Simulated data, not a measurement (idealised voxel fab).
Title: Process Module voxel wiring stack
Section cut is 230 nm wide and gridded with 5 nm square cells.
A cross-section in this document is a grid of square cells, and it is written down as bands, the top band listed before the ones below it; a band is made up of one or more rows of cells. Each band's line starts with the height of the band's top and of its bottom, in nm. Then come its materials from left to right, each with its width in nm. One material with "all across" fills the band from edge to edge. "empty" is empty space. Measure heights from 0. That's the level where, below it, the as-received wafer is all one material. The lowest band is bottomless and extends downward; write it as in "z 0 and below". Think of "30 to 40" as a width that walks from the first number to the second as you go down the band, top row to bottom row, taking equal-sized steps from row to row. The designation "no change", where it is given for a processing step, indicates that no cell of the cross-section was altered in the course of that step. Look at "Sealed voids" for the closed voids: empty spaces with no open path to the top, sized 8 cells or up. Each is width x height at distance, distance from the left edge, all nm. Note: text after step settings on the step line = simulator remark on that step. The optional step-line setting "overlay nm" applies to steps with a mask and quantifies how far to the right of its planned location the mask lay, a negative value indicating leftward placement. What follows is a series of pairs. Each pair shows a cross-section before one process step and the cross-section after it, and the after view is drawn only down to the lowest band that changed. Beneath each pair is the step that lies between the two, with its settings. Pairs may come from different runs of this module on the same starting wafer, so a pair continues from the one above it only where its entry headed "Prior to processing" says so.

Prior to processing:
* z 0 and below | Si all across
* Sealed voids: none

Post-Step Appearance:
* z 10 to 0 | SiO2 all across
* All layers under 0 are left as they were.
* Sealed voids: none
Formally, the process step situated between the two cross-sections above is CONFORMAL_DEP with material SiO2, thk nm 10

Prior to processing: refer to the pair immediately above; the cross-section shown after its step is the state before this one.

Post-Step Appearance:
* z 15 to 10 | TiN all across
* All layers under 10 are left as they were.
* Sealed voids: none
Formally, the process step situated between the two cross-sections above is DIRECTIONAL_DEP with material TiN, thk nm 5

Prior to processing: refer to the pair immediately above; the cross-section shown after its step is the state before this one.

Post-Step Appearance:
* z 40 to 15 | Ru all across
* All layers under 15 are left as they were.
* Sealed voids: none
Formally, the process step situated between the two cross-sections above is DIRECTIONAL_DEP with material Ru, thk nm 25

Prior to processing: refer to the pair immediately above; the cross-section shown after its step is the state before this one.

Post-Step Appearance:
* z 40 to 15 | empty: 40, Ru: 25, empty: 15, Ru: 25, empty: 15, Ru: 25, empty: 15, Ru: 25, empty: 45
* All layers under 15 are left as they were.
* Sealed voids: none
Formally, the process step situated between the two cross-sections above is MASKED_ETCH with tone cover, mask id METAL_1, width nm 25, pitch nm 40, etch materials Ru, depth nm 25, overlay nm 0

Prior to processing: refer to the pair immediately above; the cross-section shown after its step is the state before this one.

Post-Step Appearance:
* z 40 to 15 | empty: 40, Ru: 25, empty: 15, Ru: 25, empty: 15, Ru: 25, empty: 15, Ru: 25, empty: 45
* z 15 to 10 | empty: 40, TiN: 25, empty: 15, TiN: 25, empty: 15, TiN: 25, empty: 15, TiN: 25, empty: 45
* All layers under 10 are left as they were.
* Sealed voids: none
Formally, the process step situated between the two cross-sections above is MASKED_ETCH with tone cover, mask id METAL_1, width nm 25, pitch nm 40, etch materials TiN, depth nm 5, overlay nm 0

Prior to processing: refer to the pair immediately above; the cross-section shown after its step is the state before this one.

Post-Step Appearance:
* z 45 to 40 | empty: 35, SiN: 35, empty: 5, SiN: 35, empty: 5, SiN: 35, empty: 5, SiN: 35, empty: 40
* z 40 to 15 | empty: 35, SiN: 5, Ru: 25, SiN: 5, empty: 5, SiN: 5, Ru: 25, SiN: 5, empty: 5, SiN: 5, Ru: 25, SiN: 5, empty: 5, SiN: 5, Ru: 25, SiN: 5, empty: 40
* z 15 to 10 | SiN: 40, TiN: 25, SiN: 15, TiN: 25, SiN: 15, TiN: 25, SiN: 15, TiN: 25, SiN: 45
* All layers under 10 are left as they were.
* Sealed voids: none
Formally, the process step situated between the two cross-sections above is CONFORMAL_DEP with material SiN, thk nm 5

Prior to processing: refer to the pair immediately above; the cross-section shown after its step is the state before this one.

Post-Step Appearance:
* z 55 to 45 | lowk all across
* z 45 to 40 | lowk: 35, SiN: 35, lowk: 5, SiN: 35, lowk: 5, SiN: 35, lowk: 5, SiN: 35, lowk: 40
* z 40 to 15 | lowk: 35, SiN: 5, Ru: 25, SiN: 5, lowk: 5, SiN: 5, Ru: 25, SiN: 5, lowk: 5, SiN: 5, Ru: 25, SiN: 5, lowk: 5, SiN: 5, Ru: 25, SiN: 5, lowk: 40
* All layers under 15 are left as they were.
* Sealed voids: none
Formally, the process step situated between the two cross-sections above is FILL_DEP with material lowk, thk nm 10

Prior to processing: refer to the pair immediately above; the cross-section shown after its step is the state before this one.

Post-Step Appearance:
* z 40 to 15 | lowk: 35, SiN: 5, Ru: 25, SiN: 5, lowk: 5, SiN: 5, Ru: 25, SiN: 5, lowk: 5, SiN: 5, Ru: 25, SiN: 5, lowk: 5, SiN: 5, Ru: 25, SiN: 5, lowk: 40
* All layers under 15 are left as they were.
* Sealed voids: none
Formally, the process step situated between the two cross-sections above is CMP with height nm 40

Prior to processing: refer to the pair immediately above; the cross-section shown after its step is the state before this one.

Post-Step Appearance:
* z 45 to 40 | SiCN all across
* All layers under 40 are left as they were.
* Sealed voids: none
Formally, the process step situated between the two cross-sections above is CONFORMAL_DEP with material SiCN, thk nm 5

Prior to processing: refer to the pair immediately above; the cross-section shown after its step is the state before this one.

Post-Step Appearance:
* z 60 to 45 | SiO2 all across
* All layers under 45 are left as they were.
* Sealed voids: none
Formally, the process step situated between the two cross-sections above is DIRECTIONAL_DEP with material SiO2, thk nm 15

Prior to processing: refer to the pair immediately above; the cross-section shown after its step is the state before this one.

Post-Step Appearance:
* z 75 to 60 | aC all across
* All layers under 60 are left as they were.
* Sealed voids: none
Formally, the process step situated between the two cross-sections above is DIRECTIONAL_DEP with material aC, thk nm 15

Prior to processing: refer to the pair immediately above; the cross-section shown after its step is the state before this one.

Post-Step Appearance:
* z 110 to 75 | resist: 40, empty: 15, resist: 65, empty: 15, resist: 95
* All layers under 75 are left as they were.
* Sealed voids: none
Formally, the process step situated between the two cross-sections above is PATTERN with tone open, mask id PLUG_1, material resist, width nm 15, pitch nm 80, thk nm 35, overlay nm 0

Prior to processing: refer to the pair immediately above; the cross-section shown after its step is the state before this one.

Post-Step Appearance:
* z 95 to 75 | resist: 40, empty: 15, resist: 65, empty: 15, resist: 95
* z 75 to 60 | aC: 40, empty: 15, aC: 65, empty: 15, aC: 95
* All layers under 60 are left as they were.
* Sealed voids: none
Formally, the process step situated between the two cross-sections above is DIRECTIONAL_ETCH with etch materials aC, depth nm 15

Prior to processing: refer to the pair immediately above; the cross-section shown after its step is the state before this one.

Post-Step Appearance:
* z 75 to 60 | aC: 40, empty: 15, aC: 65, empty: 15, aC: 95
* All layers under 60 are left as they were.
* Sealed voids: none
Formally, the process step situated between the two cross-sections above is STRIP with etch materials resist

Prior to processing: refer to the pair immediately above; the cross-section shown after its step is the state before this one.

Post-Step Appearance:
* z 75 to 60 | aC: 40, empty: 15, aC: 65, empty: 15, aC: 95
* z 60 to 45 | SiO2: 40, empty: 15, SiO2: 65, empty: 15, SiO2: 95
* All layers under 45 are left as they were.
* Sealed voids: none
Formally, the process step situated between the two cross-sections above is DIRECTIONAL_ETCH with etch materials SiO2, depth nm 15

Prior to processing: refer to the pair immediately above; the cross-section shown after its step is the state before this one.

Post-Step Appearance:
* z 75 to 60 | aC: 40, empty: 15, aC: 65, empty: 15, aC: 95
* z 60 to 45 | SiO2: 40, empty: 15, SiO2: 65, empty: 15, SiO2: 95
* z 45 to 40 | SiCN: 40, empty: 15, SiCN: 65, empty: 15, SiCN: 95
* All layers under 40 are left as they were.
* Sealed voids: none
Formally, the process step situated between the two cross-sections above is DIRECTIONAL_ETCH with etch materials SiCN, depth nm 5

Prior to processing: refer to the pair immediately above; the cross-section shown after its step is the state before this one.

Post-Step Appearance:
* z 60 to 45 | SiO2: 40, empty: 15, SiO2: 65, empty: 15, SiO2: 95
* All layers under 45 are left as they were.
* Sealed voids: none
Formally, the process step situated between the two cross-sections above is STRIP with etch materials aC

Prior to processing: refer to the pair immediately above; the cross-section shown after its step is the state before this one.

Post-Step Appearance:
* z 65 to 60 | TiN: 45, empty: 5, TiN: 75, empty: 5, TiN: 100
* z 60 to 45 | SiO2: 40, TiN: 5, empty: 5, TiN: 5, SiO2: 65, TiN: 5, empty: 5, TiN: 5, SiO2: 95
* z 45 to 40 | SiCN: 40, TiN: 15, SiCN: 65, TiN: 15, SiCN: 95
* All layers under 40 are left as they were.
* Sealed voids: none
Formally, the process step situated between the two cross-sections above is CONFORMAL_DEP with material TiN, thk nm 5

Prior to processing: refer to the pair immediately above; the cross-section shown after its step is the state before this one.

Post-Step Appearance:
* z 70 to 65 | Ru all across
* z 65 to 60 | TiN: 45, Ru: 5, TiN: 75, Ru: 5, TiN: 100
* z 60 to 45 | SiO2: 40, TiN: 5, Ru: 5, TiN: 5, SiO2: 65, TiN: 5, Ru: 5, TiN: 5, SiO2: 95
* All layers under 45 are left as they were.
* Sealed voids: none
Formally, the process step situated between the two cross-sections above is FILL_DEP with material Ru, thk nm 5

Prior to processing: refer to the pair immediately above; the cross-section shown after its step is the state before this one.

Post-Step Appearance:
* z 60 to 45 | SiO2: 40, TiN: 5, Ru: 5, TiN: 5, SiO2: 65, TiN: 5, Ru: 5, TiN: 5, SiO2: 95
* All layers under 45 are left as they were.
* Sealed voids: none
Formally, the process step situated between the two cross-sections above is CMP with height nm 60

Prior to processing: refer to the pair immediately above; the cross-section shown after its step is the state before this one.

Post-Step Appearance:
* z 65 to 60 | TiN all across
* All layers under 60 are left as they were.
* Sealed voids: none
Formally, the process step situated between the two cross-sections above is DIRECTIONAL_DEP with material TiN, thk nm 5

Prior to processing: refer to the pair immediately above; the cross-section shown after its step is the state before this one.

Post-Step Appearance:
* z 85 to 65 | Ru all across
* All layers under 65 are left as they were.
* Sealed voids: none
Formally, the process step situated between the two cross-sections above is DIRECTIONAL_DEP with material Ru, thk nm 20

Prior to processing: refer to the pair immediately above; the cross-section shown after its step is the state before this one.

Post-Step Appearance:
* z 85 to 65 | empty: 40, Ru: 25, empty: 15, Ru: 25, empty: 15, Ru: 25, empty: 15, Ru: 25, empty: 45
* All layers under 65 are left as they were.
* Sealed voids: none
Formally, the process step situated between the two cross-sections above is MASKED_ETCH with tone cover, mask id METAL_2, width nm 25, pitch nm 40, etch materials Ru, depth nm 20, overlay nm 0

Prior to processing: refer to the pair immediately above; the cross-section shown after its step is the state before this one.

Post-Step Appearance:
* z 85 to 65 | empty: 40, Ru: 25, empty: 15, Ru: 25, empty: 15, Ru: 25, empty: 15, Ru: 25, empty: 45
* z 65 to 60 | empty: 40, TiN: 25, empty: 15, TiN: 25, empty: 15, TiN: 25, empty: 15, TiN: 25, empty: 45
* All layers under 60 are left as they were.
* Sealed voids: none
Formally, the process step situated between the two cross-sections above is MASKED_ETCH with tone cover, mask id METAL_2, width nm 25, pitch nm 40, etch materials TiN, depth nm 5, overlay nm 0

Prior to processing: refer to the pair immediately above; the cross-section shown after its step is the state before this one.

Post-Step Appearance:
* z 90 to 85 | empty: 35, SiN: 35, empty: 5, SiN: 35, empty: 5, SiN: 35, empty: 5, SiN: 35, empty: 40
* z 85 to 65 | empty: 35, SiN: 5, Ru: 25, SiN: 5, empty: 5, SiN: 5, Ru: 25, SiN: 5, empty: 5, SiN: 5, Ru: 25, SiN: 5, empty: 5, SiN: 5, Ru: 25, SiN: 5, empty: 40
* z 65 to 60 | SiN: 40, TiN: 25, SiN: 15, TiN: 25, SiN: 15, TiN: 25, SiN: 15, TiN: 25, SiN: 45
* All layers under 60 are left as they were.
* Sealed voids: none
Formally, the process step situated between the two cross-sections above is CONFORMAL_DEP with material SiN, thk nm 5

Prior to processing: refer to the pair immediately above; the cross-section shown after its step is the state before this one.

Post-Step Appearance:
* z 100 to 90 | lowk all across
* z 90 to 85 | lowk: 35, SiN: 35, lowk: 5, SiN: 35, lowk: 5, SiN: 35, lowk: 5, SiN: 35, lowk: 40
* z 85 to 65 | lowk: 35, SiN: 5, Ru: 25, SiN: 5, lowk: 5, SiN: 5, Ru: 25, SiN: 5, lowk: 5, SiN: 5, Ru: 25, SiN: 5, lowk: 5, SiN: 5, Ru: 25, SiN: 5, lowk: 40
* All layers under 65 are left as they were.
* Sealed voids: none
Formally, the process step situated between the two cross-sections above is FILL_DEP with material lowk, thk nm 10

Prior to processing: refer to the pair immediately above; the cross-section shown after its step is the state before this one.

Post-Step Appearance:
* z 85 to 65 | lowk: 35, SiN: 5, Ru: 25, SiN: 5, lowk: 5, SiN: 5, Ru: 25, SiN: 5, lowk: 5, SiN: 5, Ru: 25, SiN: 5, lowk: 5, SiN: 5, Ru: 25, SiN: 5, lowk: 40
* All layers under 65 are left as they were.
* Sealed voids: none
Formally, the process step situated between the two cross-sections above is CMP with height nm 85

Prior to processing: refer to the pair immediately above; the cross-section shown after its step is the state before this one.

Post-Step Appearance:
* z 90 to 85 | SiCN all across
* All layers under 85 are left as they were.
* Sealed voids: none
Formally, the process step situated between the two cross-sections above is CONFORMAL_DEP with material SiCN, thk nm 5

Prior to processing:
* z 100 to 90 | lowk all across
* z 90 to 85 | lowk: 35, SiN: 35, lowk: 5, SiN: 35, lowk: 5, SiN: 35, lowk: 5, SiN: 35, lowk: 40
* z 85 to 65 | lowk: 35, SiN: 5, Ru: 25, SiN: 5, lowk: 5, SiN: 5, Ru: 25, SiN: 5, lowk: 5, SiN: 5, Ru: 25, SiN: 5, lowk: 5, SiN: 5, Ru: 25, SiN: 5, lowk: 40
* z 65 to 60 | SiN: 40, TiN: 25, SiN: 15, TiN: 25, SiN: 15, TiN: 25, SiN: 15, TiN: 25, SiN: 45
* z 60 to 45 | SiO2: 40, TiN: 5, Ru: 5, TiN: 5, SiO2: 65, TiN: 5, Ru: 5, TiN: 5, SiO2: 95
* z 45 to 40 | SiCN: 40, TiN: 15, SiCN: 65, TiN: 15, SiCN: 95
* z 40 to 15 | lowk: 35, SiN: 5, Ru: 25, SiN: 5, lowk: 5, SiN: 5, Ru: 25, SiN: 5, lowk: 5, SiN: 5, Ru: 25, SiN: 5, lowk: 5, SiN: 5, Ru: 25, SiN: 5, lowk: 40
* z 15 to 10 | SiN: 40, TiN: 25, SiN: 15, TiN: 25, SiN: 15, TiN: 25, SiN: 15, TiN: 25, SiN: 45
* z 10 to 0 | SiO2 all across
* z 0 and below | Si all across
* Sealed voids: none

Post-Step Appearance:
* z 105 to 100 | SiCN all across
* All layers under 100 are left as they were.
* Sealed voids: none
Formally, the process step situated between the two cross-sections above is CONFORMAL_DEP with material SiCN, thk nm 5

Prior to processing:
* z 10 to 0 | SiO2 all across
* z 0 and below | Si all across
* Sealed voids: none

Post-Step Appearance:
* z 35 to 10 | Ru all across
* All layers under 10 are left as they were.
* Sealed voids: none
Formally, the process step situated between the two cross-sections above is DIRECTIONAL_DEP with material Ru, thk nm 25

Prior to processing: refer to the pair immediately above; the cross-section shown after its step is the state before this one.

Post-Step Appearance:
* z 40 to 35 | TiN all across
* All layers under 35 are left as they were.
* Sealed voids: none
Formally, the process step situated between the two cross-sections above is DIRECTIONAL_DEP with material TiN, thk nm 5

Prior to processing: refer to the pair immediately above; the cross-section shown after its step is the state before this one.

Post-Step Appearance:
* z 40 to 35 | empty: 40, TiN: 25, empty: 15, TiN: 25, empty: 15, TiN: 25, empty: 15, TiN: 25, empty: 45
* All layers under 35 are left as they were.
* Sealed voids: none
Formally, the process step situated between the two cross-sections above is MASKED_ETCH with tone cover, mask id METAL_1, width nm 25, pitch nm 40, etch materials TiN, depth nm 5, overlay nm 0

Prior to processing: refer to the pair immediately above; the cross-section shown after its step is the state before this one.

Post-Step Appearance:
* z 45 to 40 | empty: 35, SiN: 35, empty: 5, SiN: 35, empty: 5, SiN: 35, empty: 5, SiN: 35, empty: 40
* z 40 to 35 | SiN: 40, TiN: 25, SiN: 15, TiN: 25, SiN: 15, TiN: 25, SiN: 15, TiN: 25, SiN: 45
* All layers under 35 are left as they were.
* Sealed voids: none
Formally, the process step situated between the two cross-sections above is CONFORMAL_DEP with material SiN, thk nm 5

Prior to processing: refer to the pair immediately above; the cross-section shown after its step is the state before this one.

Post-Step Appearance:
* z 55 to 45 | lowk all across
* z 45 to 40 | lowk: 35, SiN: 35, lowk: 5, SiN: 35, lowk: 5, SiN: 35, lowk: 5, SiN: 35, lowk: 40
* All layers under 40 are left as they were.
* Sealed voids: none
Formally, the process step situated between the two cross-sections above is FILL_DEP with material lowk, thk nm 10

Prior to processing: refer to the pair immediately above; the cross-section shown after its step is the state before this one.

Post-Step Appearance:
* z 40 to 35 | SiN: 40, TiN: 25, SiN: 15, TiN: 25, SiN: 15, TiN: 25, SiN: 15, TiN: 25, SiN: 45
* All layers under 35 are left as they were.
* Sealed voids: none
Formally, the process step situated between the two cross-sections above is CMP with height nm 40

Prior to processing: refer to the pair immediately above; the cross-section shown after its step is the state before this one.

Post-Step Appearance:
* z 45 to 40 | SiCN all across
* All layers under 40 are left as they were.
* Sealed voids: none
Formally, the process step situated between the two cross-sections above is CONFORMAL_DEP with material SiCN, thk nm 5

Prior to processing: refer to the pair immediately above; the cross-section shown after its step is the state before this one.

Post-Step Appearance:
* z 60 to 45 | SiO2 all across
* All layers under 45 are left as they were.
* Sealed voids: none
Formally, the process step situated between the two cross-sections above is DIRECTIONAL_DEP with material SiO2, thk nm 15

Prior to processing: refer to the pair immediately above; the cross-section shown after its step is the state before this one.

Post-Step Appearance:
* z 75 to 60 | aC all across
* All layers under 60 are left as they were.
* Sealed voids: none
Formally, the process step situated between the two cross-sections above is DIRECTIONAL_DEP with material aC, thk nm 15

Prior to processing: refer to the pair immediately above; the cross-section shown after its step is the state before this one.

Post-Step Appearance:
* z 110 to 75 | resist: 40, empty: 15, resist: 65, empty: 15, resist: 95
* All layers under 75 are left as they were.
* Sealed voids: none
Formally, the process step situated between the two cross-sections above is PATTERN with tone open, mask id PLUG_1, material resist, width nm 15, pitch nm 80, thk nm 35, overlay nm 0

Prior to processing: refer to the pair immediately above; the cross-section shown after its step is the state before this one.

Post-Step Appearance:
* z 95 to 75 | resist: 40, empty: 15, resist: 65, empty: 15, resist: 95
* z 75 to 60 | aC: 40, empty: 15, aC: 65, empty: 15, aC: 95
* All layers under 60 are left as they were.
* Sealed voids: none
Formally, the process step situated between the two cross-sections above is DIRECTIONAL_ETCH with etch materials aC, depth nm 15

Prior to processing: refer to the pair immediately above; the cross-section shown after its step is the state before this one.

Post-Step Appearance:
* z 75 to 60 | aC: 40, empty: 15, aC: 65, empty: 15, aC: 95
* All layers under 60 are left as they were.
* Sealed voids: none
Formally, the process step situated between the two cross-sections above is STRIP with etch materials resist

Prior to processing: refer to the pair immediately above; the cross-section shown after its step is the state before this one.

Post-Step Appearance:
* z 75 to 60 | aC: 40, empty: 15, aC: 65, empty: 15, aC: 95
* z 60 to 45 | SiO2: 40, empty: 15, SiO2: 65, empty: 15, SiO2: 95
* All layers under 45 are left as they were.
* Sealed voids: none
Formally, the process step situated between the two cross-sections above is DIRECTIONAL_ETCH with etch materials SiO2, depth nm 15

Prior to processing: refer to the pair immediately above; the cross-section shown after its step is the state before this one.

Post-Step Appearance:
* z 75 to 60 | aC: 40, empty: 15, aC: 65, empty: 15, aC: 95
* z 60 to 45 | SiO2: 40, empty: 15, SiO2: 65, empty: 15, SiO2: 95
* z 45 to 40 | SiCN: 40, empty: 15, SiCN: 65, empty: 15, SiCN: 95
* All layers under 40 are left as they were.
* Sealed voids: none
Formally, the process step situated between the two cross-sections above is DIRECTIONAL_ETCH with etch materials SiCN, depth nm 5

Prior to processing: refer to the pair immediately above; the cross-section shown after its step is the state before this one.

Post-Step Appearance:
* z 60 to 45 | SiO2: 40, empty: 15, SiO2: 65, empty: 15, SiO2: 95
* All layers under 45 are left as they were.
* Sealed voids: none
Formally, the process step situated between the two cross-sections above is STRIP with etch materials aC

Prior to processing: refer to the pair immediately above; the cross-section shown after its step is the state before this one.

Post-Step Appearance:
* z 65 to 60 | TiN: 45, empty: 5, TiN: 75, empty: 5, TiN: 100
* z 60 to 45 | SiO2: 40, TiN: 5, empty: 5, TiN: 5, SiO2: 65, TiN: 5, empty: 5, TiN: 5, SiO2: 95
* z 45 to 40 | SiCN: 40, TiN: 15, SiCN: 65, TiN: 15, SiCN: 95
* All layers under 40 are left as they were.
* Sealed voids: none
Formally, the process step situated between the two cross-sections above is CONFORMAL_DEP with material TiN, thk nm 5

Prior to processing: refer to the pair immediately above; the cross-section shown after its step is the state before this one.

Post-Step Appearance:
* z 70 to 65 | Ru all across
* z 65 to 60 | TiN: 45, Ru: 5, TiN: 75, Ru: 5, TiN: 100
* z 60 to 45 | SiO2: 40, TiN: 5, Ru: 5, TiN: 5, SiO2: 65, TiN: 5, Ru: 5, TiN: 5, SiO2: 95
* All layers under 45 are left as they were.
* Sealed voids: none
Formally, the process step situated between the two cross-sections above is FILL_DEP with material Ru, thk nm 5

Prior to processing: refer to the pair immediately above; the cross-section shown after its step is the state before this one.

Post-Step Appearance:
* z 60 to 45 | SiO2: 40, TiN: 5, Ru: 5, TiN: 5, SiO2: 65, TiN: 5, Ru: 5, TiN: 5, SiO2: 95
* All layers under 45 are left as they were.
* Sealed voids: none
Formally, the process step situated between the two cross-sections above is CMP with height nm 60

Prior to processing: refer to the pair immediately above; the cross-section shown after its step is the state before this one.

Post-Step Appearance:
* z 65 to 60 | TiN all across
* All layers under 60 are left as they were.
* Sealed voids: none
Formally, the process step situated between the two cross-sections above is DIRECTIONAL_DEP with material TiN, thk nm 5

Prior to processing: refer to the pair immediately above; the cross-section shown after its step is the state before this one.

Post-Step Appearance:
* z 85 to 65 | Ru all across
* All layers under 65 are left as they were.
* Sealed voids: none
Formally, the process step situated between the two cross-sections above is DIRECTIONAL_DEP with material Ru, thk nm 20

Prior to processing: refer to the pair immediately above; the cross-section shown after its step is the state before this one.

Post-Step Appearance:
* z 85 to 65 | empty: 40, Ru: 25, empty: 15, Ru: 25, empty: 15, Ru: 25, empty: 15, Ru: 25, empty: 45
* All layers under 65 are left as they were.
* Sealed voids: none
Formally, the process step situated between the two cross-sections above is MASKED_ETCH with tone cover, mask id METAL_2, width nm 25, pitch nm 40, etch materials Ru, depth nm 20, overlay nm 0

Prior to processing: refer to the pair immediately above; the cross-section shown after its step is the state before this one.

Post-Step Appearance:
* z 85 to 65 | empty: 40, Ru: 25, empty: 15, Ru: 25, empty: 15, Ru: 25, empty: 15, Ru: 25, empty: 45
* z 65 to 60 | empty: 40, TiN: 25, empty: 15, TiN: 25, empty: 15, TiN: 25, empty: 15, TiN: 25, empty: 45
* All layers under 60 are left as they were.
* Sealed voids: none
Formally, the process step situated between the two cross-sections above is MASKED_ETCH with tone cover, mask id METAL_2, width nm 25, pitch nm 40, etch materials TiN, depth nm 5, overlay nm 0

Prior to processing: refer to the pair immediately above; the cross-section shown after its step is the state before this one.

Post-Step Appearance:
* z 90 to 85 | empty: 35, SiN: 35, empty: 5, SiN: 35, empty: 5, SiN: 35, empty: 5, SiN: 35, empty: 40
* z 85 to 65 | empty: 35, SiN: 5, Ru: 25, SiN: 5, empty: 5, SiN: 5, Ru: 25, SiN: 5, empty: 5, SiN: 5, Ru: 25, SiN: 5, empty: 5, SiN: 5, Ru: 25, SiN: 5, empty: 40
* z 65 to 60 | SiN: 40, TiN: 25, SiN: 15, TiN: 25, SiN: 15, TiN: 25, SiN: 15, TiN: 25, SiN: 45
* All layers under 60 are left as they were.
* Sealed voids: none
Formally, the process step situated between the two cross-sections above is CONFORMAL_DEP with material SiN, thk nm 5

Prior to processing: refer to the pair immediately above; the cross-section shown after its step is the state before this one.

Post-Step Appearance:
* z 100 to 90 | lowk all across
* z 90 to 85 | lowk: 35, SiN: 35, lowk: 5, SiN: 35, lowk: 5, SiN: 35, lowk: 5, SiN: 35, lowk: 40
* z 85 to 65 | lowk: 35, SiN: 5, Ru: 25, SiN: 5, lowk: 5, SiN: 5, Ru: 25, SiN: 5, lowk: 5, SiN: 5, Ru: 25, SiN: 5, lowk: 5, SiN: 5, Ru: 25, SiN: 5, lowk: 40
* All layers under 65 are left as they were.
* Sealed voids: none
Formally, the process step situated between the two cross-sections above is FILL_DEP with material lowk, thk nm 10

Prior to processing: refer to the pair immediately above; the cross-section shown after its step is the state before this one.

Post-Step Appearance:
* z 85 to 65 | lowk: 35, SiN: 5, Ru: 25, SiN: 5, lowk: 5, SiN: 5, Ru: 25, SiN: 5, lowk: 5, SiN: 5, Ru: 25, SiN: 5, lowk: 5, SiN: 5, Ru: 25, SiN: 5, lowk: 40
* All layers under 65 are left as they were.
* Sealed voids: none
Formally, the process step situated between the two cross-sections above is CMP with height nm 85

Prior to processing: refer to the pair immediately above; the cross-section shown after its step is the state before this one.

Post-Step Appearance:
* z 90 to 85 | SiCN all across
* All layers under 85 are left as they were.
* Sealed voids: none
Formally, the process step situated between the two cross-sections above is CONFORMAL_DEP with material SiCN, thk nm 5

Prior to processing:
* z 0 and below | Si all across
* Sealed voids: none

Post-Step Appearance:
* z 5 to 0 | SiO2 all across
* All layers under 0 are left as they were.
* Sealed voids: none
Formally, the process step situated between the two cross-sections above is CONFORMAL_DEP with material SiO2, thk nm 5

Prior to processing: refer to the pair immediately above; the cross-section shown after its step is the state before this one.

Post-Step Appearance:
* z 10 to 5 | TiN all across
* All layers under 5 are left as they were.
* Sealed voids: none
Formally, the process step situated between the two cross-sections above is DIRECTIONAL_DEP with material TiN, thk nm 5

Prior to processing: refer to the pair immediately above; the cross-section shown after its step is the state before this one.

Post-Step Appearance:
* z 35 to 10 | Ru all across
* All layers under 10 are left as they were.
* Sealed voids: none
Formally, the process step situated between the two cross-sections above is DIRECTIONAL_DEP with material Ru, thk nm 25

Prior to processing: refer to the pair immediately above; the cross-section shown after its step is the state before this one.

Post-Step Appearance:
* z 35 to 10 | empty: 40, Ru: 25, empty: 15, Ru: 25, empty: 15, Ru: 25, empty: 15, Ru: 25, empty: 45
* All layers under 10 are left as they were.
* Sealed voids: none
Formally, the process step situated between the two cross-sections above is MASKED_ETCH with tone cover, mask id METAL_1, width nm 25, pitch nm 40, etch materials Ru, depth nm 25, overlay nm 0

Prior to processing: refer to the pair immediately above; the cross-section shown after its step is the state before this one.

Post-Step Appearance:
* z 35 to 10 | empty: 40, Ru: 25, empty: 15, Ru: 25, empty: 15, Ru: 25, empty: 15, Ru: 25, empty: 45
* z 10 to 5 | empty: 40, TiN: 25, empty: 15, TiN: 25, empty: 15, TiN: 25, empty: 15, TiN: 25, empty: 45
* All layers under 5 are left as they were.
* Sealed voids: none
Formally, the process step situated between the two cross-sections above is MASKED_ETCH with tone cover, mask id METAL_1, width nm 25, pitch nm 40, etch materials TiN, depth nm 5, overlay nm 0

Prior to processing: refer to the pair immediately above; the cross-section shown after its step is the state before this one.

Post-Step Appearance:
* z 40 to 35 | empty: 35, SiN: 35, empty: 5, SiN: 35, empty: 5, SiN: 35, empty: 5, SiN: 35, empty: 40
* z 35 to 10 | empty: 35, SiN: 5, Ru: 25, SiN: 5, empty: 5, SiN: 5, Ru: 25, SiN: 5, empty: 5, SiN: 5, Ru: 25, SiN: 5, empty: 5, SiN: 5, Ru: 25, SiN: 5, empty: 40
* z 10 to 5 | SiN: 40, TiN: 25, SiN: 15, TiN: 25, SiN: 15, TiN: 25, SiN: 15, TiN: 25, SiN: 45
* All layers under 5 are left as they were.
* Sealed voids: none
Formally, the process step situated between the two cross-sections above is CONFORMAL_DEP with material SiN, thk nm 5

Prior to processing: refer to the pair immediately above; the cross-section shown after its step is the state before this one.

Post-Step Appearance:
* z 50 to 40 | lowk all across
* z 40 to 35 | lowk: 35, SiN: 35, lowk: 5, SiN: 35, lowk: 5, SiN: 35, lowk: 5, SiN: 35, lowk: 40
* z 35 to 10 | lowk: 35, SiN: 5, Ru: 25, SiN: 5, lowk: 5, SiN: 5, Ru: 25, SiN: 5, lowk: 5, SiN: 5, Ru: 25, SiN: 5, lowk: 5, SiN: 5, Ru: 25, SiN: 5, lowk: 40
* All layers under 10 are left as they were.
* Sealed voids: none
Formally, the process step situated between the two cross-sections above is FILL_DEP with material lowk, thk nm 10

Prior to processing: refer to the pair immediately above; the cross-section shown after its step is the state before this one.

Post-Step Appearance:
* z 40 to 35 | lowk: 35, SiN: 35, lowk: 5, SiN: 35, lowk: 5, SiN: 35, lowk: 5, SiN: 35, lowk: 40
* All layers under 35 are left as they were.
* Sealed voids: none
Formally, the process step situated between the two cross-sections above is CMP with height nm 40

Prior to processing: refer to the pair immediately above; the cross-section shown after its step is the state before this one.

Post-Step Appearance:
* z 45 to 40 | SiCN all across
* All layers under 40 are left as they were.
* Sealed voids: none
Formally, the process step situated between the two cross-sections above is CONFORMAL_DEP with material SiCN, thk nm 5

Prior to processing: refer to the pair immediately above; the cross-section shown after its step is the state before this one.

Post-Step Appearance:
* z 60 to 45 | SiO2 all across
* All layers under 45 are left as they were.
* Sealed voids: none
Formally, the process step situated between the two cross-sections above is DIRECTIONAL_DEP with material SiO2, thk nm 15

Prior to processing: refer to the pair immediately above; the cross-section shown after its step is the state before this one.

Post-Step Appearance:
* z 75 to 60 | aC all across
* All layers under 60 are left as they were.
* Sealed voids: none
Formally, the process step situated between the two cross-sections above is DIRECTIONAL_DEP with material aC, thk nm 15

Prior to processing: refer to the pair immediately above; the cross-section shown after its step is the state before this one.

Post-Step Appearance:
* z 110 to 75 | resist: 40, empty: 15, resist: 65, empty: 15, resist: 95
* All layers under 75 are left as they were.
* Sealed voids: none
Formally, the process step situated between the two cross-sections above is PATTERN with tone open, mask id PLUG_1, material resist, width nm 15, pitch nm 80, thk nm 35, overlay nm 0

Prior to processing: refer to the pair immediately above; the cross-section shown after its step is the state before this one.

Post-Step Appearance:
* z 95 to 75 | resist: 40, empty: 15, resist: 65, empty: 15, resist: 95
* z 75 to 60 | aC: 40, empty: 15, aC: 65, empty: 15, aC: 95
* All layers under 60 are left as they were.
* Sealed voids: none
Formally, the process step situated between the two cross-sections above is DIRECTIONAL_ETCH with etch materials aC, depth nm 15

Prior to processing: refer to the pair immediately above; the cross-section shown after its step is the state before this one.

Post-Step Appearance:
* z 75 to 60 | aC: 40, empty: 15, aC: 65, empty: 15, aC: 95
* All layers under 60 are left as they were.
* Sealed voids: none
Formally, the process step situated between the two cross-sections above is STRIP with etch materials resist
